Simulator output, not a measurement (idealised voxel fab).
process module | voxel trench capacitor
cross-section cut | 260 nm wide | cells 5 nm
A cross-section is a grid of square cells, given in bands from the top down. A band is one or more rows of cells.
Each band's line starts with the height of the band's top and of its bottom, in nm. Then come its materials from left to right, each with its width in nm. One material with "throughout" fills the band from edge to edge. "air" is empty space.
Height 0 is the level under which the wafer as received is all one material. The lowest band goes on downwards, as in "0 down".
A width such as "30 to 40" changes by the same amount from each row of cells to the next, from the band's top row to its bottom row.
"no change" after a step means that no cell of the cross-section changed.
closed voids: empty space of 8 cells or more with no open way to the top, each as width x height at its distance from the left edge, in nm
after a step's settings: what the simulator itself notes on the step
overlay nm, on a step with a mask: how far to the right of its planned place the mask lay; to the left if negative
plan
1 op RECEIVE | material Si
2 op CONFORMAL_DEP | material SiN | thk nm 10
3 op DIRECTIONAL_DEP | material aC | thk nm 15
4 op PATTERN | tone open | mask id TRENCH | material resist | width nm 30 | pitch nm 60 | thk nm 35 | overlay nm 0
5 op DIRECTIONAL_ETCH | etch materials aC | depth nm 15
6 op STRIP | etch materials resist
7 op DIRECTIONAL_ETCH | etch materials SiN | depth nm 10
8 op DIRECTIONAL_ETCH | etch materials Si | depth nm 40
9 op STRIP | etch materials aC
10 op CONFORMAL_DEP | material HfO2 | thk nm 5
11 op CONFORMAL_DEP | material TiN | thk nm 5
12 op FILL_DEP | material W | thk nm 10
13 op CMP | height nm 10
first wafer, as planned
as received, after step 1
  0 down: Si throughout
  closed voids: none
after step 2
  10 to 0: SiN throughout
  below 0: unchanged
after step 3
  25 to 10: aC throughout
  below 10: unchanged
after step 4
  60 to 25: resist 25 | air 30 | resist 30 | air 30 | resist 30 | air 30 | resist 30 | air 30 | resist 25
  below 25: unchanged
after step 5
  45 to 25: resist 25 | air 30 | resist 30 | air 30 | resist 30 | air 30 | resist 30 | air 30 | resist 25
  25 to 10: aC 25 | air 30 | aC 30 | air 30 | aC 30 | air 30 | aC 30 | air 30 | aC 25
  below 10: unchanged
after step 6
  25 to 10: aC 25 | air 30 | aC 30 | air 30 | aC 30 | air 30 | aC 30 | air 30 | aC 25
  below 10: unchanged
after step 7
  25 to 10: aC 25 | air 30 | aC 30 | air 30 | aC 30 | air 30 | aC 30 | air 30 | aC 25
  10 to 0: SiN 25 | air 30 | SiN 30 | air 30 | SiN 30 | air 30 | SiN 30 | air 30 | SiN 25
  below 0: unchanged
after step 8
  25 to 10: aC 25 | air 30 | aC 30 | air 30 | aC 30 | air 30 | aC 30 | air 30 | aC 25
  10 to 0: SiN 25 | air 30 | SiN 30 | air 30 | SiN 30 | air 30 | SiN 30 | air 30 | SiN 25
  0 to -40: Si 25 | air 30 | Si 30 | air 30 | Si 30 | air 30 | Si 30 | air 30 | Si 25
  below -40: unchanged
after step 9
  10 to 0: SiN 25 | air 30 | SiN 30 | air 30 | SiN 30 | air 30 | SiN 30 | air 30 | SiN 25
  below 0: unchanged
after step 10
  15 to 10: HfO2 30 | air 20 | HfO2 40 | air 20 | HfO2 40 | air 20 | HfO2 40 | air 20 | HfO2 30
  10 to 0: SiN 25 | HfO2 5 | air 20 | HfO2 5 | SiN 30 | HfO2 5 | air 20 | HfO2 5 | SiN 30 | HfO2 5 | air 20 | HfO2 5 | SiN 30 | HfO2 5 | air 20 | HfO2 5 | SiN 25
  0 to -35: Si 25 | HfO2 5 | air 20 | HfO2 5 | Si 30 | HfO2 5 | air 20 | HfO2 5 | Si 30 | HfO2 5 | air 20 | HfO2 5 | Si 30 | HfO2 5 | air 20 | HfO2 5 | Si 25
  -35 to -40: Si 25 | HfO2 30 | Si 30 | HfO2 30 | Si 30 | HfO2 30 | Si 30 | HfO2 30 | Si 25
  below -40: unchanged
after step 11
  20 to 15: TiN 35 | air 10 | TiN 50 | air 10 | TiN 50 | air 10 | TiN 50 | air 10 | TiN 35
  15 to 10: HfO2 30 | TiN 5 | air 10 | TiN 5 | HfO2 40 | TiN 5 | air 10 | TiN 5 | HfO2 40 | TiN 5 | air 10 | TiN 5 | HfO2 40 | TiN 5 | air 10 | TiN 5 | HfO2 30
  10 to 0: SiN 25 | HfO2 5 | TiN 5 | air 10 | TiN 5 | HfO2 5 | SiN 30 | HfO2 5 | TiN 5 | air 10 | TiN 5 | HfO2 5 | SiN 30 | HfO2 5 | TiN 5 | air 10 | TiN 5 | HfO2 5 | SiN 30 | HfO2 5 | TiN 5 | air 10 | TiN 5 | HfO2 5 | SiN 25
  0 to -30: Si 25 | HfO2 5 | TiN 5 | air 10 | TiN 5 | HfO2 5 | Si 30 | HfO2 5 | TiN 5 | air 10 | TiN 5 | HfO2 5 | Si 30 | HfO2 5 | TiN 5 | air 10 | TiN 5 | HfO2 5 | Si 30 | HfO2 5 | TiN 5 | air 10 | TiN 5 | HfO2 5 | Si 25
  -30 to -35: Si 25 | HfO2 5 | TiN 20 | HfO2 5 | Si 30 | HfO2 5 | TiN 20 | HfO2 5 | Si 30 | HfO2 5 | TiN 20 | HfO2 5 | Si 30 | HfO2 5 | TiN 20 | HfO2 5 | Si 25
  below -35: unchanged
after step 12
  30 to 20: W throughout
  20 to 15: TiN 35 | W 10 | TiN 50 | W 10 | TiN 50 | W 10 | TiN 50 | W 10 | TiN 35
  15 to 10: HfO2 30 | TiN 5 | W 10 | TiN 5 | HfO2 40 | TiN 5 | W 10 | TiN 5 | HfO2 40 | TiN 5 | W 10 | TiN 5 | HfO2 40 | TiN 5 | W 10 | TiN 5 | HfO2 30
  10 to 0: SiN 25 | HfO2 5 | TiN 5 | W 10 | TiN 5 | HfO2 5 | SiN 30 | HfO2 5 | TiN 5 | W 10 | TiN 5 | HfO2 5 | SiN 30 | HfO2 5 | TiN 5 | W 10 | TiN 5 | HfO2 5 | SiN 30 | HfO2 5 | TiN 5 | W 10 | TiN 5 | HfO2 5 | SiN 25
  0 to -30: Si 25 | HfO2 5 | TiN 5 | W 10 | TiN 5 | HfO2 5 | Si 30 | HfO2 5 | TiN 5 | W 10 | TiN 5 | HfO2 5 | Si 30 | HfO2 5 | TiN 5 | W 10 | TiN 5 | HfO2 5 | Si 30 | HfO2 5 | TiN 5 | W 10 | TiN 5 | HfO2 5 | Si 25
  below -30: unchanged
after step 13
  10 to 0: SiN 25 | HfO2 5 | TiN 5 | W 10 | TiN 5 | HfO2 5 | SiN 30 | HfO2 5 | TiN 5 | W 10 | TiN 5 | HfO2 5 | SiN 30 | HfO2 5 | TiN 5 | W 10 | TiN 5 | HfO2 5 | SiN 30 | HfO2 5 | TiN 5 | W 10 | TiN 5 | HfO2 5 | SiN 25
  below 0: unchanged
second wafer: like start, like plan, one mistake. Through step 3 it matches the first wafer
when step 4 should have ended
  60 to 25: resist 30 | air 25 | resist 35 | air 25 | resist 35 | air 25 | resist 35 | air 25 | resist 25
  below 25: unchanged
when step 5 should have ended
  45 to 25: resist 30 | air 25 | resist 35 | air 25 | resist 35 | air 25 | resist 35 | air 25 | resist 25
  25 to 10: aC 30 | air 25 | aC 35 | air 25 | aC 35 | air 25 | aC 35 | air 25 | aC 25
  below 10: unchanged
when step 6 should have ended
  25 to 10: aC 30 | air 25 | aC 35 | air 25 | aC 35 | air 25 | aC 35 | air 25 | aC 25
  below 10: unchanged
when step 7 should have ended
  25 to 10: aC 30 | air 25 | aC 35 | air 25 | aC 35 | air 25 | aC 35 | air 25 | aC 25
  10 to 0: SiN 30 | air 25 | SiN 35 | air 25 | SiN 35 | air 25 | SiN 35 | air 25 | SiN 25
  below 0: unchanged
when step 8 should have ended
  25 to 10: aC 30 | air 25 | aC 35 | air 25 | aC 35 | air 25 | aC 35 | air 25 | aC 25
  10 to 0: SiN 30 | air 25 | SiN 35 | air 25 | SiN 35 | air 25 | SiN 35 | air 25 | SiN 25
  0 to -40: Si 30 | air 25 | Si 35 | air 25 | Si 35 | air 25 | Si 35 | air 25 | Si 25
  below -40: unchanged
when step 9 should have ended
  10 to 0: SiN 30 | air 25 | SiN 35 | air 25 | SiN 35 | air 25 | SiN 35 | air 25 | SiN 25
  below 0: unchanged
when step 10 should have ended
  15 to 10: HfO2 35 | air 15 | HfO2 45 | air 15 | HfO2 45 | air 15 | HfO2 45 | air 15 | HfO2 30
  10 to 0: SiN 30 | HfO2 5 | air 15 | HfO2 5 | SiN 35 | HfO2 5 | air 15 | HfO2 5 | SiN 35 | HfO2 5 | air 15 | HfO2 5 | SiN 35 | HfO2 5 | air 15 | HfO2 5 | SiN 25
  0 to -35: Si 30 | HfO2 5 | air 15 | HfO2 5 | Si 35 | HfO2 5 | air 15 | HfO2 5 | Si 35 | HfO2 5 | air 15 | HfO2 5 | Si 35 | HfO2 5 | air 15 | HfO2 5 | Si 25
  -35 to -40: Si 30 | HfO2 25 | Si 35 | HfO2 25 | Si 35 | HfO2 25 | Si 35 | HfO2 25 | Si 25
  below -40: unchanged
when step 11 should have ended
  20 to 15: TiN 40 | air 5 | TiN 55 | air 5 | TiN 55 | air 5 | TiN 55 | air 5 | TiN 35
  15 to 10: HfO2 35 | TiN 5 | air 5 | TiN 5 | HfO2 45 | TiN 5 | air 5 | TiN 5 | HfO2 45 | TiN 5 | air 5 | TiN 5 | HfO2 45 | TiN 5 | air 5 | TiN 5 | HfO2 30
  10 to 0: SiN 30 | HfO2 5 | TiN 5 | air 5 | TiN 5 | HfO2 5 | SiN 35 | HfO2 5 | TiN 5 | air 5 | TiN 5 | HfO2 5 | SiN 35 | HfO2 5 | TiN 5 | air 5 | TiN 5 | HfO2 5 | SiN 35 | HfO2 5 | TiN 5 | air 5 | TiN 5 | HfO2 5 | SiN 25
  0 to -30: Si 30 | HfO2 5 | TiN 5 | air 5 | TiN 5 | HfO2 5 | Si 35 | HfO2 5 | TiN 5 | air 5 | TiN 5 | HfO2 5 | Si 35 | HfO2 5 | TiN 5 | air 5 | TiN 5 | HfO2 5 | Si 35 | HfO2 5 | TiN 5 | air 5 | TiN 5 | HfO2 5 | Si 25
  -30 to -35: Si 30 | HfO2 5 | TiN 15 | HfO2 5 | Si 35 | HfO2 5 | TiN 15 | HfO2 5 | Si 35 | HfO2 5 | TiN 15 | HfO2 5 | Si 35 | HfO2 5 | TiN 15 | HfO2 5 | Si 25
  below -35: unchanged
when step 12 should have ended
  30 to 20: W throughout
  20 to 15: TiN 40 | W 5 | TiN 55 | W 5 | TiN 55 | W 5 | TiN 55 | W 5 | TiN 35
  15 to 10: HfO2 35 | TiN 5 | W 5 | TiN 5 | HfO2 45 | TiN 5 | W 5 | TiN 5 | HfO2 45 | TiN 5 | W 5 | TiN 5 | HfO2 45 | TiN 5 | W 5 | TiN 5 | HfO2 30
  10 to 0: SiN 30 | HfO2 5 | TiN 5 | W 5 | TiN 5 | HfO2 5 | SiN 35 | HfO2 5 | TiN 5 | W 5 | TiN 5 | HfO2 5 | SiN 35 | HfO2 5 | TiN 5 | W 5 | TiN 5 | HfO2 5 | SiN 35 | HfO2 5 | TiN 5 | W 5 | TiN 5 | HfO2 5 | SiN 25
  0 to -30: Si 30 | HfO2 5 | TiN 5 | W 5 | TiN 5 | HfO2 5 | Si 35 | HfO2 5 | TiN 5 | W 5 | TiN 5 | HfO2 5 | Si 35 | HfO2 5 | TiN 5 | W 5 | TiN 5 | HfO2 5 | Si 35 | HfO2 5 | TiN 5 | W 5 | TiN 5 | HfO2 5 | Si 25
  below -30: unchanged
when step 13 should have ended
  10 to 0: SiN 30 | HfO2 5 | TiN 5 | W 5 | TiN 5 | HfO2 5 | SiN 35 | HfO2 5 | TiN 5 | W 5 | TiN 5 | HfO2 5 | SiN 35 | HfO2 5 | TiN 5 | W 5 | TiN 5 | HfO2 5 | SiN 35 | HfO2 5 | TiN 5 | W 5 | TiN 5 | HfO2 5 | SiN 25
  below 0: unchanged
what went wrong: step 4 ran as: op PATTERN | tone open | mask id TRENCH | material resist | width nm 25 | pitch nm 60 | thk nm 35 | overlay nm 0
at the end the second wafer has, in cells: 4 fewer of HfO2 | 32 more of Si | 8 more of SiN | 4 fewer of TiN | 32 fewer of W
